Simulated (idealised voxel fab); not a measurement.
process module | voxel transistor to metal
cross-section cut | 185 nm wide | cells 5 nm
A cross-section is a grid of square cells, given in bands from the top down. A band is one or more rows of cells.
Each band's line starts with the height of the band's top and of its bottom, in nm. Then come its materials from left to right, each with its width in nm. One material with "throughout" fills the band from edge to edge. "air" is empty space.
Height 0 is the level under which the wafer as received is all one material. The lowest band goes on downwards, as in "0 down".
A width such as "30 to 40" changes by the same amount from each row of cells to the next, from the band's top row to its bottom row.
"no change" after a step means that no cell of the cross-section changed.
closed voids: empty space of 8 cells or more with no open way to the top, each as width x height at its distance from the left edge, in nm
after a step's settings: what the simulator itself notes on the step
overlay nm, on a step with a mask: how far to the right of its planned place the mask lay; to the left if negative
plan
1 op RECEIVE | material Si
2 op CONFORMAL_DEP | material SiO2 | thk nm 5
3 op CONFORMAL_DEP | material SiN | thk nm 10
4 op PATTERN | tone cover | mask id ACTIVE | material resist | width nm 115 | thk nm 20 | overlay nm 0
5 op DIRECTIONAL_ETCH | etch materials SiN | depth nm 10
6 op DIRECTIONAL_ETCH | etch materials SiO2 | depth nm 5
7 op DIRECTIONAL_ETCH | etch materials Si | depth nm 35
8 op STRIP | etch materials resist
9 op OXIDIZE | depth nm 5
10 op FILL_DEP | material SiO2 | thk nm 5
11 op CMP | height nm 15
12 op SELECTIVE_ETCH | etch materials SiO2 | depth nm 10
13 op STRIP | etch materials SiN
14 op SELECTIVE_ETCH | etch materials SiO2 | depth nm 5
15 op OXIDIZE | depth nm 5
16 op DIRECTIONAL_DEP | material polySi | thk nm 25
17 op DIRECTIONAL_DEP | material SiCN | thk nm 15
18 op MASKED_ETCH | tone cover | mask id GATE | width nm 25 | etch materials SiCN | depth nm 25 | overlay nm 0
19 op MASKED_ETCH | tone cover | mask id GATE | width nm 25 | etch materials polySi | depth nm 35 | overlay nm 0
20 op CONFORMAL_DEP | material SiO2 | thk nm 5
21 op DIRECTIONAL_ETCH | etch materials SiO2 | depth nm 5
22 op CONFORMAL_DEP | material SiN | thk nm 10
23 op DIRECTIONAL_ETCH | etch materials SiN | depth nm 10
24 op DIRECTIONAL_ETCH | etch materials SiO2 | depth nm 5
25 op EPI | material pSi | thk nm 5
26 op FILL_DEP | material SiO2 | thk nm 10
27 op CMP | height nm 25
28 op STRIP | etch materials polySi
29 op SELECTIVE_ETCH | etch materials SiO2 | depth nm 5
30 op CONFORMAL_DEP | material HfO2 | thk nm 5
31 op CONFORMAL_DEP | material TiN | thk nm 5
32 op FILL_DEP | material W | thk nm 10
33 op CMP | height nm 20
34 op DIRECTIONAL_DEP | material SiO2 | thk nm 15
35 op PATTERN | tone open | mask id CONTACT | material resist | width nm 15 | pitch nm 80 | thk nm 20 | overlay nm 0
36 op DIRECTIONAL_ETCH | etch materials SiO2 | depth nm 35
37 op STRIP | etch materials resist
38 op CONFORMAL_DEP | material TiN | thk nm 5
39 op FILL_DEP | material Ru | thk nm 5
40 op CMP | height nm 35
41 op CONFORMAL_DEP | material SiN | thk nm 5
42 op DIRECTIONAL_DEP | material lowk | thk nm 20
43 op MASKED_ETCH | tone open | mask id METAL_1 | width nm 15 | pitch nm 80 | etch materials lowk | depth nm 20 | overlay nm 0
44 op MASKED_ETCH | tone open | mask id METAL_1 | width nm 15 | pitch nm 80 | etch materials SiN | depth nm 5 | overlay nm 0
45 op CONFORMAL_DEP | material TiN | thk nm 5
46 op FILL_DEP | material Cu | thk nm 10
47 op CMP | height nm 60
48 op CONFORMAL_DEP | material SiN | thk nm 5
varied across the wafers: thk nm of step 41. The plan shows the first wafer's value. All wafers start alike
first wafer as received, after step 1
  0 down: Si throughout
  closed voids: none
first wafer at the end, after step 48
  65 to 60: SiN throughout
  60 to 40: lowk 45 | TiN 5 | Cu 5 | TiN 5 | lowk 65 | TiN 5 | Cu 5 | TiN 5 | lowk 45
  40 to 35: SiN 45 | TiN 15 | SiN 65 | TiN 15 | SiN 45
  35 to 20: SiO2 45 | TiN 5 | Ru 5 | TiN 5 | SiO2 65 | TiN 5 | Ru 5 | TiN 5 | SiO2 45
  20 to 5: SiO2 45 | TiN 5 | Ru 5 | TiN 5 | SiO2 5 | SiN 10 | HfO2 5 | TiN 5 | W 15 | TiN 5 | HfO2 5 | SiN 10 | SiO2 5 | TiN 5 | Ru 5 | TiN 5 | SiO2 45
  5 to 0: SiO2 45 | TiN 15 | SiO2 5 | SiN 10 | HfO2 5 | TiN 25 | HfO2 5 | SiN 10 | SiO2 5 | TiN 15 | SiO2 45
  0 to -5: SiO2 35 | pSi 30 | SiO2 10 | HfO2 35 | SiO2 10 | pSi 30 | SiO2 35
  -5 to -40: SiO2 40 | Si 105 | SiO2 40
  -40 down: Si throughout
  closed voids: none
last wafer at the end
  65 to 60: SiN throughout
  60 to 55: lowk 45 | TiN 5 | Cu 5 | TiN 5 | lowk 65 | TiN 5 | Cu 5 | TiN 5 | lowk 45
  55 to 50: SiN 45 | TiN 15 | SiN 65 | TiN 15 | SiN 45
  50 to 35: SiN throughout
  35 to 20: SiO2 45 | TiN 5 | Ru 5 | TiN 5 | SiO2 65 | TiN 5 | Ru 5 | TiN 5 | SiO2 45
  20 to 5: SiO2 45 | TiN 5 | Ru 5 | TiN 5 | SiO2 5 | SiN 10 | HfO2 5 | TiN 5 | W 15 | TiN 5 | HfO2 5 | SiN 10 | SiO2 5 | TiN 5 | Ru 5 | TiN 5 | SiO2 45
  5 to 0: SiO2 45 | TiN 15 | SiO2 5 | SiN 10 | HfO2 5 | TiN 25 | HfO2 5 | SiN 10 | SiO2 5 | TiN 15 | SiO2 45
  0 to -5: SiO2 35 | pSi 30 | SiO2 10 | HfO2 35 | SiO2 10 | pSi 30 | SiO2 35
  -5 to -40: SiO2 40 | Si 105 | SiO2 40
  -40 down: Si throughout
  closed voids: none
each wafer at the end: cells of each material gained (+) or lost (-) since it was received, then its closed voids
thk nm 5 | +8 Cu | +15 HfO2 | +12 Ru | -149 Si | +84 SiN | +303 SiO2 | +63 TiN | +9 W | +124 lowk | +12 pSi | closed voids: none
thk nm 10 | +6 Cu | +15 HfO2 | +12 Ru | -149 Si | +121 SiN | +303 SiO2 | +59 TiN | +9 W | +93 lowk | +12 pSi | closed voids: none
thk nm 15 | +4 Cu | +15 HfO2 | +12 Ru | -149 Si | +158 SiN | +303 SiO2 | +55 TiN | +9 W | +62 lowk | +12 pSi | closed voids: none
thk nm 20 | +2 Cu | +15 HfO2 | +12 Ru | -149 Si | +195 SiN | +303 SiO2 | +51 TiN | +9 W | +31 lowk | +12 pSi | closed voids: none
